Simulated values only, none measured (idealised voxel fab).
process module | voxel self aligned vias
In the cross-section labelled cut, the width is 265 nm and each square cell is 5 nm.
How to read a cross-section here: the picture is a grid of square cells, written as bands going from the top down, and any band can span one or more rows of cells.
It is stipulated that each band's entry specify, in nanometres, the height of the top of the band and then that of its bottom, followed by the materials of the band in left-to-right sequence, each together with its width in nanometres. A single material marked by the word "everywhere" is understood to fill the band from edge to edge; the word "air" is understood to denote empty space.
Heights are reckoned from 0. Under this level, the received wafer is all of one material. The bottommost band is open-ended downward, for example "0 and below".
Width "30..40": first value at the band's top row of cells, second value at its bottom row, equal change from row to row.
Given "identical to before" for a step, no cell of the cross-section differs between before and after that step.
"Enclosed void catalog": sealed empty spaces, 8 cells or more, no open way to top, listed width x height at distance, with distance from the left edge and width, height and distance in nm.
What comes after the settings on a step's line is commentary from the simulator itself on that step.
overlay nm: mask offset rightward from planned place, masked step; negative means leftward offset.
Planned step list for the process:
- 1: RECEIVE, material Si
- 2: CONFORMAL_DEP, material SiO2, thk nm 10
- 3: CONFORMAL_DEP, material SiCN, thk nm 5
- 4: DIRECTIONAL_DEP, material SiO2, thk nm 20
- 5: MASKED_ETCH, tone open, mask id LINES, width nm 20, pitch nm 60, etch materials SiO2, depth nm 20, overlay nm 0
- 6: CONFORMAL_DEP, material TiN, thk nm 5
- 7: FILL_DEP, material Ru, thk nm 10
- 8: CMP, height nm 35
- 9: SELECTIVE_ETCH, etch materials W Ru TiN, depth nm 10
- 10: FILL_DEP, material SiN, thk nm 5
- 11: CMP, height nm 35
- 12: DIRECTIONAL_DEP, material SiO2, thk nm 20
- 13: PATTERN, tone open, mask id VIAS, material resist, width nm 30, pitch nm 60, thk nm 20, overlay nm 0
- 14: DIRECTIONAL_ETCH, etch materials SiO2, depth nm 20
- 15: DIRECTIONAL_ETCH, etch materials SiN, depth nm 10
- 16: STRIP, etch materials resist
- 17: CONFORMAL_DEP, material TiN, thk nm 5
- 18: FILL_DEP, material Ru, thk nm 10
- 19: CMP, height nm 55
- 20: CONFORMAL_DEP, material SiCN, thk nm 5
Run as planned: first of two wafers:
Wafer as received: cross-section following step 1:
0 and below  Si everywhere
Enclosed void catalog: none
Cross-section: wafer state after step 2:
10 down to 0  SiO2 everywhere
Lower than 0, everything is as it was.
Cross-section: wafer state after step 3:
15 down to 10  SiCN everywhere
Lower than 10, everything is as it was.
Cross-section: wafer state after step 4:
35 down to 15  SiO2 everywhere
Lower than 15, everything is as it was.
Cross-section: wafer state after step 5:
35 down to 15  90 of SiO2, then 20 of air, then 40 of SiO2, then 20 of air, then 95 of SiO2
Lower than 15, everything is as it was.
Cross-section: wafer state after step 6:
40 down to 35  95 of TiN, then 10 of air, then 50 of TiN, then 10 of air, then 100 of TiN
35 down to 20  90 of SiO2, then 5 of TiN, then 10 of air, then 5 of TiN, then 40 of SiO2, then 5 of TiN, then 10 of air, then 5 of TiN, then 95 of SiO2
20 down to 15  90 of SiO2, then 20 of TiN, then 40 of SiO2, then 20 of TiN, then 95 of SiO2
Lower than 15, everything is as it was.
Cross-section: wafer state after step 7:
50 down to 40  Ru everywhere
40 down to 35  95 of TiN, then 10 of Ru, then 50 of TiN, then 10 of Ru, then 100 of TiN
35 down to 20  90 of SiO2, then 5 of TiN, then 10 of Ru, then 5 of TiN, then 40 of SiO2, then 5 of TiN, then 10 of Ru, then 5 of TiN, then 95 of SiO2
Lower than 20, everything is as it was.
Cross-section: wafer state after step 8:
35 down to 20  90 of SiO2, then 5 of TiN, then 10 of Ru, then 5 of TiN, then 40 of SiO2, then 5 of TiN, then 10 of Ru, then 5 of TiN, then 95 of SiO2
Lower than 20, everything is as it was.
Cross-section: wafer state after step 9:
35 down to 25  90 of SiO2, then 20 of air, then 40 of SiO2, then 20 of air, then 95 of SiO2
Lower than 25, everything is as it was.
Cross-section: wafer state after step 10:
40 down to 35  SiN everywhere
35 down to 25  90 of SiO2, then 20 of SiN, then 40 of SiO2, then 20 of SiN, then 95 of SiO2
Lower than 25, everything is as it was.
Cross-section: wafer state after step 11:
35 down to 25  90 of SiO2, then 20 of SiN, then 40 of SiO2, then 20 of SiN, then 95 of SiO2
Lower than 25, everything is as it was.
Cross-section: wafer state after step 12:
55 down to 35  SiO2 everywhere
Lower than 35, everything is as it was.
Cross-section: wafer state after step 13:
75 down to 55  85 of resist, then 30 of air, then 30 of resist, then 30 of air, then 90 of resist
Lower than 55, everything is as it was.
Cross-section: wafer state after step 14:
75 down to 55  85 of resist, then 30 of air, then 30 of resist, then 30 of air, then 90 of resist
55 down to 35  85 of SiO2, then 30 of air, then 30 of SiO2, then 30 of air, then 90 of SiO2
Lower than 35, everything is as it was.
Cross-section: wafer state after step 15:
75 down to 55  85 of resist, then 30 of air, then 30 of resist, then 30 of air, then 90 of resist
55 down to 35  85 of SiO2, then 30 of air, then 30 of SiO2, then 30 of air, then 90 of SiO2
35 down to 25  90 of SiO2, then 20 of air, then 40 of SiO2, then 20 of air, then 95 of SiO2
Lower than 25, everything is as it was.
Cross-section: wafer state after step 16:
55 down to 35  85 of SiO2, then 30 of air, then 30 of SiO2, then 30 of air, then 90 of SiO2
Lower than 35, everything is as it was.
Cross-section: wafer state after step 17:
60 down to 55  90 of TiN, then 20 of air, then 40 of TiN, then 20 of air, then 95 of TiN
55 down to 40  85 of SiO2, then 5 of TiN, then 20 of air, then 5 of TiN, then 30 of SiO2, then 5 of TiN, then 20 of air, then 5 of TiN, then 90 of SiO2
40 down to 30  85..90 of SiO2, then 10..5 of TiN, then 10 of air, then 10..5 of TiN, then 30..40 of SiO2, then 10..5 of TiN, then 10 of air, then 10..5 of TiN, then 90..95 of SiO2
30 down to 25  90 of SiO2, then 20 of TiN, then 40 of SiO2, then 20 of TiN, then 95 of SiO2
Lower than 25, everything is as it was.
Cross-section: wafer state after step 18:
70 down to 60  Ru everywhere
60 down to 55  90 of TiN, then 20 of Ru, then 40 of TiN, then 20 of Ru, then 95 of TiN
55 down to 40  85 of SiO2, then 5 of TiN, then 20 of Ru, then 5 of TiN, then 30 of SiO2, then 5 of TiN, then 20 of Ru, then 5 of TiN, then 90 of SiO2
40 down to 30  85..90 of SiO2, then 10..5 of TiN, then 10 of Ru, then 10..5 of TiN, then 30..40 of SiO2, then 10..5 of TiN, then 10 of Ru, then 10..5 of TiN, then 90..95 of SiO2
Lower than 30, everything is as it was.
Cross-section: wafer state after step 19:
55 down to 40  85 of SiO2, then 5 of TiN, then 20 of Ru, then 5 of TiN, then 30 of SiO2, then 5 of TiN, then 20 of Ru, then 5 of TiN, then 90 of SiO2
Lower than 40, everything is as it was.
Cross-section: wafer state after step 20:
60 down to 55  SiCN everywhere
Lower than 55, everything is as it was.
Okay, second wafer. Nothing different at the start, nothing different in the plan, just one mistake somewhere in the running. As far as step 2, counting that step, it's the first wafer all over again:
Cross-section, second wafer, at the end time the plan gives for step 3: identical to before
Cross-section, second wafer, at the end time the plan gives for step 4:
30 down to 0  SiO2 everywhere
Lower than 0, everything is as it was.
Cross-section, second wafer, at the end time the plan gives for step 5:
30 down to 10  90 of SiO2, then 20 of air, then 40 of SiO2, then 20 of air, then 95 of SiO2
Lower than 10, everything is as it was.
Cross-section, second wafer, at the end time the plan gives for step 6:
35 down to 30  95 of TiN, then 10 of air, then 50 of TiN, then 10 of air, then 100 of TiN
30 down to 15  90 of SiO2, then 5 of TiN, then 10 of air, then 5 of TiN, then 40 of SiO2, then 5 of TiN, then 10 of air, then 5 of TiN, then 95 of SiO2
15 down to 10  90 of SiO2, then 20 of TiN, then 40 of SiO2, then 20 of TiN, then 95 of SiO2
Lower than 10, everything is as it was.
Cross-section, second wafer, at the end time the plan gives for step 7:
45 down to 35  Ru everywhere
35 down to 30  95 of TiN, then 10 of Ru, then 50 of TiN, then 10 of Ru, then 100 of TiN
30 down to 15  90 of SiO2, then 5 of TiN, then 10 of Ru, then 5 of TiN, then 40 of SiO2, then 5 of TiN, then 10 of Ru, then 5 of TiN, then 95 of SiO2
Lower than 15, everything is as it was.
Cross-section, second wafer, at the end time the plan gives for step 8:
35 down to 30  95 of TiN, then 10 of Ru, then 50 of TiN, then 10 of Ru, then 100 of TiN
Lower than 30, everything is as it was.
Cross-section, second wafer, at the end time the plan gives for step 9:
30 down to 25  90 of SiO2, then 20 of air, then 40 of SiO2, then 20 of air, then 95 of SiO2
Lower than 25, everything is as it was.
Cross-section, second wafer, at the end time the plan gives for step 10:
35 down to 30  SiN everywhere
30 down to 25  90 of SiO2, then 20 of SiN, then 40 of SiO2, then 20 of SiN, then 95 of SiO2
Lower than 25, everything is as it was.
Cross-section, second wafer, at the end time the plan gives for step 11: identical to before
Cross-section, second wafer, at the end time the plan gives for step 12:
55 down to 35  SiO2 everywhere
Lower than 35, everything is as it was.
Cross-section, second wafer, at the end time the plan gives for step 13:
75 down to 55  85 of resist, then 30 of air, then 30 of resist, then 30 of air, then 90 of resist
Lower than 55, everything is as it was.
Cross-section, second wafer, at the end time the plan gives for step 14:
75 down to 55  85 of resist, then 30 of air, then 30 of resist, then 30 of air, then 90 of resist
55 down to 35  85 of SiO2, then 30 of air, then 30 of SiO2, then 30 of air, then 90 of SiO2
Lower than 35, everything is as it was.
Cross-section, second wafer, at the end time the plan gives for step 15:
75 down to 55  85 of resist, then 30 of air, then 30 of resist, then 30 of air, then 90 of resist
55 down to 35  85 of SiO2, then 30 of air, then 30 of SiO2, then 30 of air, then 90 of SiO2
35 down to 30  85 of SiN, then 30 of air, then 30 of SiN, then 30 of air, then 90 of SiN
30 down to 25  90 of SiO2, then 20 of air, then 40 of SiO2, then 20 of air, then 95 of SiO2
Lower than 25, everything is as it was.
Cross-section, second wafer, at the end time the plan gives for step 16:
55 down to 35  85 of SiO2, then 30 of air, then 30 of SiO2, then 30 of air, then 90 of SiO2
Lower than 35, everything is as it was.
Cross-section, second wafer, at the end time the plan gives for step 17:
60 down to 55  90 of TiN, then 20 of air, then 40 of TiN, then 20 of air, then 95 of TiN
55 down to 35  85 of SiO2, then 5 of TiN, then 20 of air, then 5 of TiN, then 30 of SiO2, then 5 of TiN, then 20 of air, then 5 of TiN, then 90 of SiO2
35 down to 30  85 of SiN, then 10 of TiN, then 10 of air, then 10 of TiN, then 30 of SiN, then 10 of TiN, then 10 of air, then 10 of TiN, then 90 of SiN
30 down to 25  90 of SiO2, then 20 of TiN, then 40 of SiO2, then 20 of TiN, then 95 of SiO2
Lower than 25, everything is as it was.
Cross-section, second wafer, at the end time the plan gives for step 18:
70 down to 60  Ru everywhere
60 down to 55  90 of TiN, then 20 of Ru, then 40 of TiN, then 20 of Ru, then 95 of TiN
55 down to 35  85 of SiO2, then 5 of TiN, then 20 of Ru, then 5 of TiN, then 30 of SiO2, then 5 of TiN, then 20 of Ru, then 5 of TiN, then 90 of SiO2
35 down to 30  85 of SiN, then 10 of TiN, then 10 of Ru, then 10 of TiN, then 30 of SiN, then 10 of TiN, then 10 of Ru, then 10 of TiN, then 90 of SiN
Lower than 30, everything is as it was.
Cross-section, second wafer, at the end time the plan gives for step 19:
55 down to 35  85 of SiO2, then 5 of TiN, then 20 of Ru, then 5 of TiN, then 30 of SiO2, then 5 of TiN, then 20 of Ru, then 5 of TiN, then 90 of SiO2
Lower than 35, everything is as it was.
Cross-section, second wafer, at the end time the plan gives for step 20:
60 down to 55  SiCN everywhere
Lower than 55, everything is as it was.
Heads up, the wafer didn't run the way we planned it: step 3 of the plan got skipped, so it never ran
Counted in cells at the end, the second wafer holds more or fewer of these materials than the first: Ru: 8 more; SiCN: 53 fewer; SiN: 41 more; TiN: 4 more
